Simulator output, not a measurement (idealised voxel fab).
process module | voxel spacer lines
cross-section cut | 210 nm wide | cells 5 nm
A cross-section is a grid of square cells, given in bands from the top down. A band is one or more rows of cells.
Each band's line starts with the height of the band's top and of its bottom, in nm. Then come its materials from left to right, each with its width in nm. One material with "throughout" fills the band from edge to edge. "air" is empty space.
Height 0 is the level under which the wafer as received is all one material. The lowest band goes on downwards, as in "0 down".
A width such as "30 to 40" changes by the same amount from each row of cells to the next, from the band's top row to its bottom row.
"no change" after a step means that no cell of the cross-section changed.
closed voids: empty space of 8 cells or more with no open way to the top, each as width x height at its distance from the left edge, in nm
after a step's settings: what the simulator itself notes on the step
overlay nm, on a step with a mask: how far to the right of its planned place the mask lay; to the left if negative
plan
1 op RECEIVE | material Si
2 op CONFORMAL_DEP | material Al2O3 | thk nm 10
3 op DIRECTIONAL_DEP | material TiN | thk nm 10
4 op DIRECTIONAL_DEP | material polySi | thk nm 30
5 op PATTERN | tone cover | mask id MANDREL | material resist | width nm 15 | pitch nm 50 | thk nm 40 | overlay nm 0
6 op DIRECTIONAL_ETCH | etch materials polySi | depth nm 30
7 op STRIP | etch materials resist
8 op CONFORMAL_DEP | material SiO2 | thk nm 10
9 op DIRECTIONAL_ETCH | etch materials SiO2 | depth nm 10
10 op STRIP | etch materials polySi
11 op DIRECTIONAL_ETCH | etch materials TiN | depth nm 10
12 op STRIP | etch materials SiO2
first wafer, as planned
as received, after step 1
  0 down: Si throughout
  closed voids: none
after step 2
  10 to 0: Al2O3 throughout
  below 0: unchanged
after step 3
  20 to 10: TiN throughout
  below 10: unchanged
after step 4
  50 to 20: polySi throughout
  below 20: unchanged
after step 5
  90 to 50: air 45 | resist 15 | air 35 | resist 15 | air 35 | resist 15 | air 50
  below 50: unchanged
after step 6
  90 to 50: air 45 | resist 15 | air 35 | resist 15 | air 35 | resist 15 | air 50
  50 to 20: air 45 | polySi 15 | air 35 | polySi 15 | air 35 | polySi 15 | air 50
  below 20: unchanged
after step 7
  50 to 20: air 45 | polySi 15 | air 35 | polySi 15 | air 35 | polySi 15 | air 50
  below 20: unchanged
after step 8
  60 to 50: air 35 | SiO2 35 | air 15 | SiO2 35 | air 15 | SiO2 35 | air 40
  50 to 30: air 35 | SiO2 10 | polySi 15 | SiO2 10 | air 15 | SiO2 10 | polySi 15 | SiO2 10 | air 15 | SiO2 10 | polySi 15 | SiO2 10 | air 40
  30 to 20: SiO2 45 | polySi 15 | SiO2 35 | polySi 15 | SiO2 35 | polySi 15 | SiO2 50
  below 20: unchanged
after step 9
  50 to 20: air 35 | SiO2 10 | polySi 15 | SiO2 10 | air 15 | SiO2 10 | polySi 15 | SiO2 10 | air 15 | SiO2 10 | polySi 15 | SiO2 10 | air 40
  below 20: unchanged
after step 10
  50 to 20: air 35 | SiO2 10 | air 15 | SiO2 10 | air 15 | SiO2 10 | air 15 | SiO2 10 | air 15 | SiO2 10 | air 15 | SiO2 10 | air 40
  below 20: unchanged
after step 11
  50 to 20: air 35 | SiO2 10 | air 15 | SiO2 10 | air 15 | SiO2 10 | air 15 | SiO2 10 | air 15 | SiO2 10 | air 15 | SiO2 10 | air 40
  20 to 10: air 35 | TiN 10 | air 15 | TiN 10 | air 15 | TiN 10 | air 15 | TiN 10 | air 15 | TiN 10 | air 15 | TiN 10 | air 40
  below 10: unchanged
after step 12
  20 to 10: air 35 | TiN 10 | air 15 | TiN 10 | air 15 | TiN 10 | air 15 | TiN 10 | air 15 | TiN 10 | air 15 | TiN 10 | air 40
  below 10: unchanged
second wafer: like start, like plan, one mistake. Through step 9 it matches the first wafer
when step 10 should have ended
  50 to 20: air 45 | polySi 15 | air 35 | polySi 15 | air 35 | polySi 15 | air 50
  below 20: unchanged
when step 11 should have ended
  50 to 20: air 45 | polySi 15 | air 35 | polySi 15 | air 35 | polySi 15 | air 50
  20 to 10: air 45 | TiN 15 | air 35 | TiN 15 | air 35 | TiN 15 | air 50
  below 10: unchanged
when step 12 should have ended: no change
what went wrong: step 10 ran as: op STRIP | etch materials SiO2
at the end the second wafer has, in cells: 6 fewer of TiN | 54 more of polySi
